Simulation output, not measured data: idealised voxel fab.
Proc. module: voxel transistor to metal
The width of the displayed cross-section, cut, is 190 nm; its cells are square, with a size of 5 nm.
Cross-sections here: square-cell grids, written as top-down lists of bands, a band being one or more rows of cells.
Read a band's entry like this: the first values are the height of its top and the height of its bottom in nm, and what follows is the sequence of materials from left to right, each with its width in nm. Note that "blank" is empty space, and that a single material marked "everywhere" reaches across the band from edge to edge.
Heights from 0 (as-received wafer is one material below). Bottom band endless downward, as "0 -> down".
Note: "30 to 40" means the width goes from the first number (top row of the band) to the second number (bottom row) in equal steps per row of cells.
Any step labelled "identical to before" changed none of the cells in the cross-section.
The entry titled "Entrapped voids" provides the empty spaces that have no open way to the top, restricted to those of 8 cells or more. Each is presented as width x height at distance, the distance being measured from the left edge, with all three in nm.
It should be noted that, on the line of a given step, the content following the step's settings is a remark produced by the simulator itself with respect to that step.
overlay nm: on a step with a mask, how far right of its planned place the mask lay; negative means left.

PROCESS STEPS (PLANNED)
- 1: RECEIVE: material Si
- 2: OXIDIZE: depth nm 5
- 3: CONFORMAL_DEP: material SiN, thk nm 15
- 4: DIRECTIONAL_DEP: material aC, thk nm 10
- 5: PATTERN: tone cover, mask id ACTIVE, material resist, width nm 110, thk nm 30, overlay nm 0
- 6: DIRECTIONAL_ETCH: etch materials aC, depth nm 10
- 7: STRIP: etch materials resist
- 8: DIRECTIONAL_ETCH: etch materials SiN, depth nm 15
- 9: DIRECTIONAL_ETCH: etch materials SiO2, depth nm 5
- 10: DIRECTIONAL_ETCH: etch materials Si, depth nm 25
- 11: STRIP: etch materials aC
- 12: OXIDIZE: depth nm 5
- 13: FILL_DEP: material SiO2, thk nm 10
- 14: CMP: height nm 15
- 15: SELECTIVE_ETCH: etch materials SiO2, depth nm 10
- 16: STRIP: etch materials SiN
- 17: SELECTIVE_ETCH: etch materials SiO2, depth nm 5
- 18: OXIDIZE: depth nm 5
- 19: DIRECTIONAL_DEP: material polySi, thk nm 20
- 20: DIRECTIONAL_DEP: material SiCN, thk nm 15
- 21: PATTERN: tone cover, mask id GATE, material resist, width nm 20, thk nm 15, overlay nm 0
- 22: DIRECTIONAL_ETCH: etch materials SiCN, depth nm 25
- 23: DIRECTIONAL_ETCH: etch materials polySi, depth nm 30
- 24: STRIP: etch materials resist
- 25: CONFORMAL_DEP: material SiN, thk nm 5
- 26: DIRECTIONAL_ETCH: etch materials SiN, depth nm 5
- 27: DIRECTIONAL_ETCH: etch materials SiO2, depth nm 5
- 28: EPI: material pSi, thk nm 5
- 29: FILL_DEP: material SiO2, thk nm 10
- 30: CMP: height nm 30
- 31: DIRECTIONAL_DEP: material SiO2, thk nm 15
- 32: DIRECTIONAL_DEP: material aC, thk nm 15
- 33: PATTERN: tone open, mask id CONTACT, material resist, width nm 35, pitch nm 65, thk nm 35, overlay nm 0
- 34: DIRECTIONAL_ETCH: etch materials aC, depth nm 15
- 35: STRIP: etch materials resist
- 36: DIRECTIONAL_ETCH: etch materials SiO2, depth nm 50
- 37: STRIP: etch materials aC
- 38: CONFORMAL_DEP: material TiN, thk nm 5
- 39: FILL_DEP: material Ru, thk nm 10
- 40: CMP: height nm 45
- 41: CONFORMAL_DEP: material SiCN, thk nm 5
- 42: DIRECTIONAL_DEP: material lowk, thk nm 25
- 43: DIRECTIONAL_DEP: material aC, thk nm 10
- 44: PATTERN: tone open, mask id METAL_1, material resist, width nm 20, pitch nm 80, thk nm 25, overlay nm 0
- 45: DIRECTIONAL_ETCH: etch materials aC, depth nm 10
- 46: STRIP: etch materials resist
- 47: DIRECTIONAL_ETCH: etch materials lowk, depth nm 25
- 48: DIRECTIONAL_ETCH: etch materials SiCN, depth nm 5
- 49: STRIP: etch materials aC
- 50: CONFORMAL_DEP: material TiN, thk nm 5
- 51: FILL_DEP: material Cu, thk nm 5
- 52: CMP: height nm 75
- 53: CONFORMAL_DEP: material SiCN, thk nm 5

WAFER AS RECEIVED: CROSS-SECTION FOLLOWING STEP 1
0 -> down: Si everywhere
Entrapped voids: none

WAFER CROSS-SECTION AT MODULE END: FIRST OF TWO, RUN TO PLAN
80 -> 75: SiCN everywhere
75 -> 50: lowk=45, TiN=5, Cu=10, TiN=5, lowk=60, TiN=5, Cu=10, TiN=5, lowk=45
50 -> 45: SiCN=45, TiN=20, SiCN=60, TiN=20, SiCN=45
45 -> 30: SiO2=45, TiN=5, Ru=25, TiN=5, SiO2=30, TiN=5, Ru=25, TiN=5, SiO2=45
30 -> 15: SiO2=45, TiN=5, Ru=25, TiN=5, SiN=5, SiCN=20, SiN=5, TiN=5, Ru=25, TiN=5, SiO2=45
15 -> 0: SiO2=45, TiN=5, Ru=25, TiN=5, SiN=5, polySi=20, SiN=5, TiN=5, Ru=25, TiN=5, SiO2=45
0 -> -5: SiO2=35, SiN=5, SiO2=5, TiN=35, SiN=5, polySi=20, SiN=5, TiN=35, SiO2=5, SiN=5, SiO2=35
-5 -> -10: SiO2=40, pSi=40, SiO2=30, pSi=40, SiO2=40
-10 -> -35: SiO2=45, Si=100, SiO2=45
-35 -> down: Si everywhere
Entrapped voids: none

WAFER TWO (OF TWO), END-OF-MODULE CROSS-SECTION: START = WAFER ONE, PLAN = WAFER ONE, ONE RUN MISTAKE
80 -> 75: SiCN everywhere
75 -> 50: Cu=40, TiN=5, lowk=20, TiN=5, Cu=50, TiN=5, lowk=20, TiN=5, Cu=40
50 -> 45: TiN=45, SiCN=20, TiN=60, SiCN=20, TiN=45
45 -> 30: SiO2=45, TiN=5, Ru=25, TiN=5, SiO2=30, TiN=5, Ru=25, TiN=5, SiO2=45
30 -> 15: SiO2=45, TiN=5, Ru=25, TiN=5, SiN=5, SiCN=20, SiN=5, TiN=5, Ru=25, TiN=5, SiO2=45
15 -> 0: SiO2=45, TiN=5, Ru=25, TiN=5, SiN=5, polySi=20, SiN=5, TiN=5, Ru=25, TiN=5, SiO2=45
0 -> -5: SiO2=35, SiN=5, SiO2=5, TiN=35, SiN=5, polySi=20, SiN=5, TiN=35, SiO2=5, SiN=5, SiO2=35
-5 -> -10: SiO2=40, pSi=40, SiO2=30, pSi=40, SiO2=40
-10 -> -35: SiO2=45, Si=100, SiO2=45
-35 -> down: Si everywhere
Entrapped voids: none
Finding, execution versus plan: step 44 changed vs plan, executed as PATTERN: tone cover, mask id METAL_1, material resist, width nm 20, pitch nm 80, thk nm 25, overlay nm 0
FYI, end of process, the second wafer has more or fewer cells of some materials than the first: 110 more of Cu | 22 fewer of SiCN | 22 more of TiN | 110 fewer of lowk
